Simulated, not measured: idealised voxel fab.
Documented hereafter: the process module known as voxel fin reveal.
The figure presents cross-section cut, which has a width of 280 nm and is divided into square cells with an edge length of 5 nm.
For the purposes of this document, a cross-section shall be understood as a grid of square cells, specified as bands listed in top-to-bottom order, each band consisting of one or more rows of cells.
Heights first: top, then bottom, in nm. Then materials, left to right, each with a width in nm. "everywhere" on a single material: fills the band edge to edge. "air": empty space.
The level at which height equals 0 is the one under which the wafer, as it arrives, is entirely one material. No lower edge exists for the bottom band, which continues downward and is notated as in "0 nm and below".
A width such as "30->40" changes by the same amount from each row of cells to the next, from the band's top row to its bottom row.
Step marked "same as before"? Then no cell in the cross-section changed in it.
In the "Sealed void listing" entry, you get each enclosed empty space of 8 cells or more, one with no open way to the top, written width x height at distance, distance from the left edge, in nm.
Anything after a step's settings on that line? It's the simulator's own note about the step.
overlay nm, on a step with a mask: how far to the right of its planned place the mask lay; to the left if negative
This section lists the process steps that were planned
1. RECEIVE with material Si
2. CONFORMAL_DEP with material SiN, thk nm 10
3. MASKED_ETCH with tone cover, mask id FINS, width nm 15, pitch nm 40, etch materials SiN, depth nm 10, overlay nm 0
4. MASKED_ETCH with tone cover, mask id FINS, width nm 15, pitch nm 40, etch materials Si, depth nm 40, overlay nm 0
5. FILL_DEP with material SiO2, thk nm 5
6. CMP with height nm 10
7. SELECTIVE_ETCH with etch materials SiO2, depth nm 40
8. STRIP with etch materials SiN
Cross-section: wafer on arrival = after step 1
	0 nm and below = Si everywhere
	Sealed void listing: none
One mistake in running the module, otherwise start and plan as above: cross-section at the end
	10 nm to 0 nm = air 70 / SiN 15 / air 25 / SiN 15 / air 25 / SiN 15 / air 25 / SiN 15 / air 75
	0 nm to -30 nm = air 70 / Si 15 / air 25 / Si 15 / air 25 / Si 15 / air 25 / Si 15 / air 75
	-30 nm to -40 nm = SiO2 70 / Si 15 / SiO2 25 / Si 15 / SiO2 25 / Si 15 / SiO2 25 / Si 15 / SiO2 75
	-40 nm and below = Si everywhere
	Sealed void listing: none
Which mistake was made when the wafer was run? with respect to the plan, step 8 was omitted and not executed
